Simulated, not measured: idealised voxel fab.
You're looking at the process module voxel air gaps.
In the cross-section labelled cut, the width is 240 nm and each square cell is 5 nm.
If you're reading a cross-section in this doc, picture square cells in a grid; it comes to you as bands, top ones listed first down to the bottom, and a band can be one or more rows of cells.
Heads up on the band format: heights come first, top then bottom, in nm. After that it's the materials left to right, each with its width in nm. A single material flagged "edge to edge" fills the whole band edge to edge, and "air" means there's empty space there.
Zero point of the height axis is 0; under it, received wafer = one material. Lowest band: continues down indefinitely, "z 0 and below".
Width: "30 to 40" (first number = top row, second number = bottom row, same change from row to row of cells).
"nothing got changed" -> step changed no cross-section cell.
So "Completely enclosed voids" is basically the list of trapped voids: any empty space of 8 cells or more that can't reach the top through an opening. They're written width x height at distance, the distance being from the left edge, and it's all nm.
If you see something after the settings on a step's line, that's the simulator's own remark about that step.
A step line may carry the setting "overlay nm", which, for steps involving a mask, states the distance by which the mask lay to the right of its intended position; negative values denote displacement to the left.
LIST OF PLANNED PROCESS STEPS
1. RECEIVE [material Si]
2. CONFORMAL_DEP [material SiO2] [thk nm 15]
3. CONFORMAL_DEP [material SiN] [thk nm 5]
4. DIRECTIONAL_DEP [material SiO2] [thk nm 30]
5. MASKED_ETCH [tone open] [mask id LINES] [width nm 25] [pitch nm 55] [etch materials SiO2] [depth nm 30] [overlay nm 0]
6. CONFORMAL_DEP [material TiN] [thk nm 5]
7. FILL_DEP [material W] [thk nm 5]
8. CMP [height nm 50]
9. EPI [material Ru] [thk nm 10]
10. SELECTIVE_ETCH [etch materials SiO2] [depth nm 40]
11. CONFORMAL_DEP [material SiN] [thk nm 5]
INCOMING WAFER, CROSS-SECTIONAL VIEW, POST STEP 1
* z 0 and below: Si edge to edge
* Completely enclosed voids: none
CROSS-SECTIONAL RESULT AFTER MODULE COMPLETION. NOTE: STARTING CONDITION AND PLAN ARE UNCHANGED FROM ABOVE; ONE PROCESSING MISTAKE WAS MADE
* z 65 to 60: 35 air, 165 SiN, 40 air
* z 60 to 50: 35 air, 5 SiN, 45 Ru, 10 SiN, 45 Ru, 10 SiN, 45 Ru, 5 SiN, 40 air
* z 50 to 45: 35 air, 15 SiN, 5 Ru, 15 W, 5 Ru, 30 SiN, 5 Ru, 15 W, 5 Ru, 30 SiN, 5 Ru, 15 W, 5 Ru, 15 SiN, 40 air
* z 45 to 25: 45 air, 5 SiN, 5 Ru, 15 W, 5 Ru, 5 SiN, 20 air, 5 SiN, 5 Ru, 15 W, 5 Ru, 5 SiN, 20 air, 5 SiN, 5 Ru, 15 W, 5 Ru, 5 SiN, 50 air
* z 25 to 20: 50 SiN, 25 Ru, 30 SiN, 25 Ru, 30 SiN, 25 Ru, 55 SiN
* z 20 to 15: SiN edge to edge
* z 15 to 0: SiO2 edge to edge
* z 0 and below: Si edge to edge
* Completely enclosed voids: 20 x 20 at 80; 20 x 20 at 135
What broke from the plan during processing? step 6 ran as: CONFORMAL_DEP [material Ru] [thk nm 5]
